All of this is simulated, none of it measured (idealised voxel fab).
Herein follows the process module entitled voxel self aligned vias.
It is cross-section cut that appears here, measuring 285 nm in width, its square cells being 5 nm in size.
In this document a cross-section is written as a grid of square cells. It is given as a series of bands, listed from the top down, and a band is one or more rows of cells.
In this notation a band is specified by the heights of its top and bottom, in that order and in nm, after which its materials appear from left to right, each paired with its width in nm. The word "throughout" attached to a single material means that material fills the band from edge to edge; the word "air" stands for empty space.
The level at which height equals 0 is the one under which the wafer, as it arrives, is entirely one material. No lower edge exists for the bottom band, which continues downward and is notated as in "0 nm and below".
Note: "30->40" means the width goes from the first number (top row of the band) to the second number (bottom row) in equal steps per row of cells.
When a step is marked "no modification", none of the cells in the cross-section changed during that step.
Each empty space that has no open way to the top and spans at least 8 cells appears under "Fully closed voids" as width x height at distance, the distance counted from the left edge, all in nm.
What comes after the settings on a step's line is commentary from the simulator itself on that step.
overlay nm: where the mask lay relative to plan, measured to the right, on steps with a mask; negatives go left.
**Steps in the process plan**
step 1: RECEIVE (material Si)
step 2: CONFORMAL_DEP (material SiO2; thk nm 15)
step 3: CONFORMAL_DEP (material SiCN; thk nm 5)
step 4: DIRECTIONAL_DEP (material lowk; thk nm 25)
step 5: PATTERN (tone open; mask id LINES; material resist; width nm 30; pitch nm 70; thk nm 20; overlay nm 0)
step 6: DIRECTIONAL_ETCH (etch materials lowk; depth nm 25)
step 7: STRIP (etch materials resist)
step 8: CONFORMAL_DEP (material TiN; thk nm 5)
step 9: FILL_DEP (material Ru; thk nm 10)
step 10: CMP (height nm 45)
step 11: SELECTIVE_ETCH (etch materials W Ru TiN; depth nm 5)
step 12: FILL_DEP (material SiN; thk nm 10)
step 13: CMP (height nm 45)
step 14: DIRECTIONAL_DEP (material lowk; thk nm 20)
step 15: PATTERN (tone open; mask id VIAS; material resist; width nm 40; pitch nm 70; thk nm 15; overlay nm 0)
step 16: DIRECTIONAL_ETCH (etch materials lowk; depth nm 20)
step 17: DIRECTIONAL_ETCH (etch materials SiN; depth nm 5)
step 18: STRIP (etch materials resist)
step 19: CONFORMAL_DEP (material TiN; thk nm 5)
step 20: FILL_DEP (material Cu; thk nm 10)
step 21: CMP (height nm 55)
step 22: CONFORMAL_DEP (material SiN; thk nm 5)
Across this set of wafers, the varied parameter is the height nm of step 21. Starting conditions are identical for every wafer, and the plan reports the value assigned to the first wafer.
**The first of several wafers, as received after step 1, seen in section**
  0 nm and below  Si throughout
  Fully closed voids: none
**First of several wafers in cross-section at module end, following the final step, step 22**
  60 nm to 55 nm  SiN throughout
  55 nm to 45 nm  lowk 85, then TiN 5->10, then Cu 30->20, then TiN 5->10, then lowk 30, then TiN 5->10, then Cu 30->20, then TiN 5->10, then lowk 90
  45 nm to 40 nm  lowk 90, then TiN 30, then lowk 40, then TiN 30, then lowk 95
  40 nm to 25 nm  lowk 90, then TiN 5, then Ru 20, then TiN 5, then lowk 40, then TiN 5, then Ru 20, then TiN 5, then lowk 95
  25 nm to 20 nm  lowk 90, then TiN 30, then lowk 40, then TiN 30, then lowk 95
  20 nm to 15 nm  SiCN throughout
  15 nm to 0 nm  SiO2 throughout
  0 nm and below  Si throughout
  Fully closed voids: none
**Cross-section, module end, final of several wafers**
  85 nm to 80 nm  SiN throughout
  80 nm to 70 nm  Cu throughout
  70 nm to 65 nm  TiN 90, then Cu 30, then TiN 40, then Cu 30, then TiN 95
  65 nm to 50 nm  lowk 85, then TiN 5, then Cu 30, then TiN 5, then lowk 30, then TiN 5, then Cu 30, then TiN 5, then lowk 90
  50 nm to 45 nm  lowk 85, then TiN 10, then Cu 20, then TiN 10, then lowk 30, then TiN 10, then Cu 20, then TiN 10, then lowk 90
  45 nm to 40 nm  lowk 90, then TiN 30, then lowk 40, then TiN 30, then lowk 95
  40 nm to 25 nm  lowk 90, then TiN 5, then Ru 20, then TiN 5, then lowk 40, then TiN 5, then Ru 20, then TiN 5, then lowk 95
  25 nm to 20 nm  lowk 90, then TiN 30, then lowk 40, then TiN 30, then lowk 95
  20 nm to 15 nm  SiCN throughout
  15 nm to 0 nm  SiO2 throughout
  0 nm and below  Si throughout
  Fully closed voids: none
**Below, a row for every wafer. Read it as the end-of-module picture: for each material the wafer shows its cells gained (+) or lost (-) since it was received, and then its closed voids**
height nm 55; +20 Cu; +24 Ru; +57 SiCN; +57 SiN; +171 SiO2; +48 TiN; +307 lowk; Fully closed voids: none
height nm 60; +32 Cu; +24 Ru; +57 SiCN; +57 SiN; +171 SiO2; +52 TiN; +348 lowk; Fully closed voids: none
height nm 65; +44 Cu; +24 Ru; +57 SiCN; +57 SiN; +171 SiO2; +56 TiN; +389 lowk; Fully closed voids: none
height nm 70; +56 Cu; +24 Ru; +57 SiCN; +57 SiN; +171 SiO2; +101 TiN; +389 lowk; Fully closed voids: none
height nm 75; +113 Cu; +24 Ru; +57 SiCN; +57 SiN; +171 SiO2; +101 TiN; +389 lowk; Fully closed voids: none
height nm 80; +170 Cu; +24 Ru; +57 SiCN; +57 SiN; +171 SiO2; +101 TiN; +389 lowk; Fully closed voids: none
